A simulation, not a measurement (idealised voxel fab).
process module | voxel gate over fins
cross-section cut | 235 nm wide | cells 5 nm
A cross-section is a grid of square cells, given in bands from the top down. A band is one or more rows of cells.
Each band's line starts with the height of the band's top and of its bottom, in nm. Then come its materials from left to right, each with its width in nm. One material with "throughout" fills the band from edge to edge. "air" is empty space.
Height 0 is the level under which the wafer as received is all one material. The lowest band goes on downwards, as in "0 down".
A width such as "30 to 40" changes by the same amount from each row of cells to the next, from the band's top row to its bottom row.
"no change" after a step means that no cell of the cross-section changed.
closed voids: empty space of 8 cells or more with no open way to the top, each as width x height at its distance from the left edge, in nm
after a step's settings: what the simulator itself notes on the step
overlay nm, on a step with a mask: how far to the right of its planned place the mask lay; to the left if negative
plan
1 op RECEIVE | material Si
2 op CONFORMAL_DEP | material SiN | thk nm 5
3 op MASKED_ETCH | tone cover | mask id FINS | width nm 15 | pitch nm 55 | etch materials SiN | depth nm 5 | overlay nm 0
4 op MASKED_ETCH | tone cover | mask id FINS | width nm 15 | pitch nm 55 | etch materials Si | depth nm 40 | overlay nm 0
5 op OXIDIZE | depth nm 5
6 op FILL_DEP | material SiO2 | thk nm 5
7 op CMP | height nm 5
8 op MASKED_ETCH | tone open | mask id RAIL | width nm 15 | etch materials SiO2 | depth nm 40 | overlay nm 0
9 op CONFORMAL_DEP | material TiN | thk nm 5
10 op FILL_DEP | material W | thk nm 5
11 op CMP | height nm 5
12 op SELECTIVE_ETCH | etch materials W Ru TiN | depth nm 25
13 op FILL_DEP | material SiO2 | thk nm 5
14 op CMP | height nm 5
15 op SELECTIVE_ETCH | etch materials SiO2 | depth nm 15
16 op STRIP | etch materials SiN
17 op CONFORMAL_DEP | material HfO2 | thk nm 5
18 op CONFORMAL_DEP | material TiN | thk nm 5
19 op CONFORMAL_DEP | material TiAl | thk nm 5
20 op CONFORMAL_DEP | material TiN | thk nm 5
21 op FILL_DEP | material W | thk nm 10
22 op CMP | height nm 25
23 op CONFORMAL_DEP | material SiN | thk nm 10
as received, after step 1
  0 down: Si throughout
  closed voids: none
a wafer at the end: this start, this plan, one mistake
  35 to 25: SiN throughout
  25 to 20: W throughout
  20 to 15: W 40 | TiN 45 | W 10 | TiN 45 | W 10 | TiN 45 | W 40
  15 to 10: W 40 | TiN 5 | TiAl 35 | TiN 5 | W 10 | TiN 5 | TiAl 35 | TiN 5 | W 10 | TiN 5 | TiAl 35 | TiN 5 | W 40
  10 to 5: TiN 45 | TiAl 5 | TiN 25 | TiAl 5 | TiN 20 | TiAl 5 | TiN 25 | TiAl 5 | TiN 20 | TiAl 5 | TiN 25 | TiAl 5 | TiN 45
  5 to 0: TiAl 50 | TiN 5 | HfO2 15 | TiN 5 | TiAl 30 | TiN 5 | HfO2 15 | TiN 5 | TiAl 30 | TiN 5 | HfO2 15 | TiN 5 | TiAl 50
  0 to -5: TiN 55 | HfO2 5 | Si 5 | HfO2 5 | TiN 40 | HfO2 5 | Si 5 | HfO2 5 | TiN 40 | HfO2 5 | Si 5 | HfO2 5 | TiN 55
  -5 to -10: HfO2 60 | Si 5 | HfO2 50 | Si 5 | HfO2 50 | Si 5 | HfO2 60
  -10 to -20: SiO2 60 | Si 5 | SiO2 50 | Si 5 | SiO2 50 | Si 5 | SiO2 60
  -20 to -30: SiO2 60 | Si 5 | SiO2 15 | TiN 5 | W 5 | TiN 5 | SiO2 20 | Si 5 | SiO2 50 | Si 5 | SiO2 60
  -30 to -35: SiO2 60 | Si 5 | SiO2 15 | TiN 15 | SiO2 20 | Si 5 | SiO2 50 | Si 5 | SiO2 60
  -35 to -85: SiO2 60 | Si 5 | SiO2 50 | Si 5 | SiO2 50 | Si 5 | SiO2 60
  -85 down: Si throughout
  closed voids: none
what went wrong: step 4 was run twice
